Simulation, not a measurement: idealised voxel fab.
Process module, titled voxel transistor to metal
Cross-section cut: width 265 nm, square cells of 5 nm.
Cross-section = grid of square cells, listed top down in bands; band = one or more rows.
Look at the band entry: it leads with the top's height and the bottom's height in nm. Then it lists the materials left to right, with a width in nm for each. The word "edge to edge" on a single material says that material fills the band edge to edge. The word "blank" is empty space.
Height datum 0, below which the as-received substrate wafer is one material. Lowest band open at the bottom, running downward: "0 and below".
A width such as "30->40" changes by the same amount from each row of cells to the next, from the band's top row to its bottom row.
A step reported as "no modification" is a step in which no cell of the cross-section changed.
"Entrapped void list" enumerates empty spaces isolated from the top, with no open way to it, that contain at least 8 cells, giving each as width x height at distance from the left edge, all three in nm.
after a step's settings: what the simulator itself notes on the step
overlay nm: for a step with a mask, the amount by which the mask lay right of where it was planned; a negative amount means left of it.
Process steps - plan
1,RECEIVE with material Si
2,CONFORMAL_DEP with material SiO2, thk nm 5
3,CONFORMAL_DEP with material SiN, thk nm 10
4,PATTERN with tone cover, mask id ACTIVE, material resist, width nm 100, pitch nm 125, thk nm 20, overlay nm 0
5,DIRECTIONAL_ETCH with etch materials SiN, depth nm 10
6,DIRECTIONAL_ETCH with etch materials SiO2, depth nm 5
7,DIRECTIONAL_ETCH with etch materials Si, depth nm 25
8,STRIP with etch materials resist
9,OXIDIZE with depth nm 5
10,FILL_DEP with material SiO2, thk nm 5
11,CMP with height nm 15
12,SELECTIVE_ETCH with etch materials SiO2, depth nm 10
13,STRIP with etch materials SiN
14,SELECTIVE_ETCH with etch materials SiO2, depth nm 5
15,OXIDIZE with depth nm 5
16,DIRECTIONAL_DEP with material polySi, thk nm 30
17,DIRECTIONAL_DEP with material SiCN, thk nm 15
18,DIRECTIONAL_DEP with material aC, thk nm 15
19,PATTERN with tone cover, mask id GATE, material resist, width nm 20, pitch nm 125, thk nm 30, overlay nm 0
20,DIRECTIONAL_ETCH with etch materials aC, depth nm 15
21,STRIP with etch materials resist
22,DIRECTIONAL_ETCH with etch materials SiCN, depth nm 25
23,DIRECTIONAL_ETCH with etch materials polySi, depth nm 40
24,STRIP with etch materials aC
25,CONFORMAL_DEP with material SiN, thk nm 10
26,DIRECTIONAL_ETCH with etch materials SiN, depth nm 10
27,DIRECTIONAL_ETCH with etch materials SiO2, depth nm 5
28,DIRECTIONAL_ETCH with etch materials Si, depth nm 10
29,EPI with material SiGe, thk nm 15
30,FILL_DEP with material SiO2, thk nm 5
31,CMP with height nm 45
32,DIRECTIONAL_DEP with material SiO2, thk nm 15
33,DIRECTIONAL_DEP with material aC, thk nm 15
34,PATTERN with tone open, mask id CONTACT, material resist, width nm 20, thk nm 35, overlay nm 0
35,DIRECTIONAL_ETCH with etch materials aC, depth nm 15
36,STRIP with etch materials resist
37,DIRECTIONAL_ETCH with etch materials SiO2, depth nm 60
38,STRIP with etch materials aC
39,CONFORMAL_DEP with material TiN, thk nm 5
40,FILL_DEP with material Ru, thk nm 10
41,CMP with height nm 60
42,CONFORMAL_DEP with material SiN, thk nm 5
43,DIRECTIONAL_DEP with material lowk, thk nm 20
44,PATTERN with tone open, mask id METAL_1, material resist, width nm 20, thk nm 20, overlay nm 0
45,DIRECTIONAL_ETCH with etch materials lowk, depth nm 20
46,DIRECTIONAL_ETCH with etch materials SiN, depth nm 5
47,STRIP with etch materials resist
48,CONFORMAL_DEP with material TiN, thk nm 5
49,FILL_DEP with material Ru, thk nm 5
50,CMP with height nm 85
51,CONFORMAL_DEP with material SiCN, thk nm 5
52,DIRECTIONAL_DEP with material lowk, thk nm 25
53,DIRECTIONAL_DEP with material aC, thk nm 15
54,PATTERN with tone open, mask id METAL_2_HOLES, material resist, width nm 15, pitch nm 125, thk nm 35, overlay nm 0
55,DIRECTIONAL_ETCH with etch materials aC, depth nm 15
56,STRIP with etch materials resist
57,DIRECTIONAL_ETCH with etch materials lowk, depth nm 25
58,STRIP with etch materials aC
59,PATTERN with tone open, mask id METAL_2, material resist, width nm 20, pitch nm 125, thk nm 20, overlay nm 0
60,DIRECTIONAL_ETCH with etch materials lowk, depth nm 15
61,DIRECTIONAL_ETCH with etch materials SiCN, depth nm 5
62,STRIP with etch materials resist
63,CONFORMAL_DEP with material TiN, thk nm 5
64,FILL_DEP with material Ru, thk nm 10
65,CMP with height nm 115
66,CONFORMAL_DEP with material SiN, thk nm 5
Step 1 complete: cross-section of the wafer as received
  0 and below | Si edge to edge
  Entrapped void list: none
End-of-module XS, first of two wafers, run as planned
  120 down to 115 | SiN edge to edge
  115 down to 105 | 25 nm lowk; 5 nm TiN; 10 nm Ru; 5 nm TiN; 105 nm lowk; 5 nm TiN; 10 nm Ru; 5 nm TiN; 95 nm lowk
  105 down to 100 | 25 nm lowk; 5 nm TiN; 5 nm Ru; 10 nm TiN; 105 nm lowk; 5 nm TiN; 5 nm Ru; 10 nm TiN; 95 nm lowk
  100 down to 90 | 25 nm lowk; 5 nm TiN; 5 nm Ru; 5 nm TiN; 110 nm lowk; 5 nm TiN; 5 nm Ru; 5 nm TiN; 100 nm lowk
  90 down to 85 | 25 nm SiCN; 15 nm TiN; 110 nm SiCN; 15 nm TiN; 100 nm SiCN
  85 down to 65 | 25 nm lowk; 5 nm TiN; 10 nm Ru; 5 nm TiN; 50 nm lowk; 5 nm TiN; 10 nm Ru; 5 nm TiN; 35 nm lowk; 5 nm TiN; 10 nm Ru; 5 nm TiN; 50 nm lowk; 5 nm TiN; 10 nm Ru; 5 nm TiN; 25 nm lowk
  65 down to 60 | 25 nm SiN; 20 nm TiN; 50 nm SiN; 20 nm TiN; 35 nm SiN; 20 nm TiN; 50 nm SiN; 20 nm TiN; 25 nm SiN
  60 down to 45 | 25 nm SiO2; 5 nm TiN; 10 nm Ru; 5 nm TiN; 50 nm SiO2; 5 nm TiN; 10 nm Ru; 5 nm TiN; 35 nm SiO2; 5 nm TiN; 10 nm Ru; 5 nm TiN; 50 nm SiO2; 5 nm TiN; 10 nm Ru; 5 nm TiN; 25 nm SiO2
  45 down to 30 | 25 nm SiO2; 5 nm TiN; 10 nm Ru; 5 nm TiN; 5 nm SiO2; 10 nm SiN; 20 nm SiCN; 10 nm SiN; 5 nm SiO2; 5 nm TiN; 10 nm Ru; 5 nm TiN; 35 nm SiO2; 5 nm TiN; 10 nm Ru; 5 nm TiN; 5 nm SiO2; 10 nm SiN; 20 nm SiCN; 10 nm SiN; 5 nm SiO2; 5 nm TiN; 10 nm Ru; 5 nm TiN; 25 nm SiO2
  30 down to 15 | 25 nm SiO2; 5 nm TiN; 10 nm Ru; 5 nm TiN; 5 nm SiO2; 10 nm SiN; 20 nm polySi; 10 nm SiN; 5 nm SiO2; 5 nm TiN; 10 nm Ru; 5 nm TiN; 35 nm SiO2; 5 nm TiN; 10 nm Ru; 5 nm TiN; 5 nm SiO2; 10 nm SiN; 20 nm polySi; 10 nm SiN; 5 nm SiO2; 5 nm TiN; 10 nm Ru; 5 nm TiN; 25 nm SiO2
  15 down to 10 | 25 nm SiO2; 20 nm TiN; 5 nm SiO2; 10 nm SiN; 20 nm polySi; 10 nm SiN; 5 nm SiO2; 20 nm TiN; 35 nm SiO2; 20 nm TiN; 5 nm SiO2; 10 nm SiN; 20 nm polySi; 10 nm SiN; 5 nm SiO2; 20 nm TiN; 25 nm SiO2
  10 down to 0 | 25 nm SiO2; 10 nm TiN; 15 nm SiGe; 10 nm SiN; 20 nm polySi; 10 nm SiN; 15 nm SiGe; 10 nm TiN; 35 nm SiO2; 10 nm TiN; 15 nm SiGe; 10 nm SiN; 20 nm polySi; 10 nm SiN; 15 nm SiGe; 10 nm TiN; 25 nm SiO2
  0 down to -5 | 20 nm SiO2; 30 nm SiGe; 40 nm SiO2; 30 nm SiGe; 25 nm SiO2; 30 nm SiGe; 40 nm SiO2; 30 nm SiGe; 20 nm SiO2
  -5 down to -15 | 25 nm SiO2; 25 nm SiGe; 40 nm Si; 25 nm SiGe; 35 nm SiO2; 25 nm SiGe; 40 nm Si; 25 nm SiGe; 25 nm SiO2
  -15 down to -30 | 25 nm SiO2; 90 nm Si; 35 nm SiO2; 90 nm Si; 25 nm SiO2
  -30 and below | Si edge to edge
  Entrapped void list: none
Second of two wafers, module complete, sectioned: it shares the first wafer's start and plan but was run with one mistake
  135 down to 130 | SiN edge to edge
  130 down to 120 | Ru edge to edge
  120 down to 115 | 30 nm TiN; 10 nm Ru; 115 nm TiN; 10 nm Ru; 100 nm TiN
  115 down to 105 | 25 nm lowk; 5 nm TiN; 10 nm Ru; 5 nm TiN; 105 nm lowk; 5 nm TiN; 10 nm Ru; 5 nm TiN; 95 nm lowk
  105 down to 100 | 25 nm lowk; 5 nm TiN; 5 nm Ru; 10 nm TiN; 105 nm lowk; 5 nm TiN; 5 nm Ru; 10 nm TiN; 95 nm lowk
  100 down to 90 | 25 nm lowk; 5 nm TiN; 5 nm Ru; 5 nm TiN; 110 nm lowk; 5 nm TiN; 5 nm Ru; 5 nm TiN; 100 nm lowk
  90 down to 85 | 25 nm SiCN; 15 nm TiN; 110 nm SiCN; 15 nm TiN; 100 nm SiCN
  85 down to 65 | 25 nm lowk; 5 nm TiN; 10 nm Ru; 5 nm TiN; 50 nm lowk; 5 nm TiN; 10 nm Ru; 5 nm TiN; 35 nm lowk; 5 nm TiN; 10 nm Ru; 5 nm TiN; 50 nm lowk; 5 nm TiN; 10 nm Ru; 5 nm TiN; 25 nm lowk
  65 down to 60 | 25 nm SiN; 20 nm TiN; 50 nm SiN; 20 nm TiN; 35 nm SiN; 20 nm TiN; 50 nm SiN; 20 nm TiN; 25 nm SiN
  60 down to 45 | 25 nm SiO2; 5 nm TiN; 10 nm Ru; 5 nm TiN; 50 nm SiO2; 5 nm TiN; 10 nm Ru; 5 nm TiN; 35 nm SiO2; 5 nm TiN; 10 nm Ru; 5 nm TiN; 50 nm SiO2; 5 nm TiN; 10 nm Ru; 5 nm TiN; 25 nm SiO2
  45 down to 30 | 25 nm SiO2; 5 nm TiN; 10 nm Ru; 5 nm TiN; 5 nm SiO2; 10 nm SiN; 20 nm SiCN; 10 nm SiN; 5 nm SiO2; 5 nm TiN; 10 nm Ru; 5 nm TiN; 35 nm SiO2; 5 nm TiN; 10 nm Ru; 5 nm TiN; 5 nm SiO2; 10 nm SiN; 20 nm SiCN; 10 nm SiN; 5 nm SiO2; 5 nm TiN; 10 nm Ru; 5 nm TiN; 25 nm SiO2
  30 down to 15 | 25 nm SiO2; 5 nm TiN; 10 nm Ru; 5 nm TiN; 5 nm SiO2; 10 nm SiN; 20 nm polySi; 10 nm SiN; 5 nm SiO2; 5 nm TiN; 10 nm Ru; 5 nm TiN; 35 nm SiO2; 5 nm TiN; 10 nm Ru; 5 nm TiN; 5 nm SiO2; 10 nm SiN; 20 nm polySi; 10 nm SiN; 5 nm SiO2; 5 nm TiN; 10 nm Ru; 5 nm TiN; 25 nm SiO2
  15 down to 10 | 25 nm SiO2; 20 nm TiN; 5 nm SiO2; 10 nm SiN; 20 nm polySi; 10 nm SiN; 5 nm SiO2; 20 nm TiN; 35 nm SiO2; 20 nm TiN; 5 nm SiO2; 10 nm SiN; 20 nm polySi; 10 nm SiN; 5 nm SiO2; 20 nm TiN; 25 nm SiO2
  10 down to 0 | 25 nm SiO2; 10 nm TiN; 15 nm SiGe; 10 nm SiN; 20 nm polySi; 10 nm SiN; 15 nm SiGe; 10 nm TiN; 35 nm SiO2; 10 nm TiN; 15 nm SiGe; 10 nm SiN; 20 nm polySi; 10 nm SiN; 15 nm SiGe; 10 nm TiN; 25 nm SiO2
  0 down to -5 | 20 nm SiO2; 30 nm SiGe; 40 nm SiO2; 30 nm SiGe; 25 nm SiO2; 30 nm SiGe; 40 nm SiO2; 30 nm SiGe; 20 nm SiO2
  -5 down to -15 | 25 nm SiO2; 25 nm SiGe; 40 nm Si; 25 nm SiGe; 35 nm SiO2; 25 nm SiGe; 40 nm Si; 25 nm SiGe; 25 nm SiO2
  -15 down to -30 | 25 nm SiO2; 90 nm Si; 35 nm SiO2; 90 nm Si; 25 nm SiO2
  -30 and below | Si edge to edge
  Entrapped void list: none
What was the processing mistake? step 65 of the plan was bypassed and not carried out
End check, counted in cells, second wafer has more or fewer of these materials than the first: Ru: 110 more; TiN: 49 more
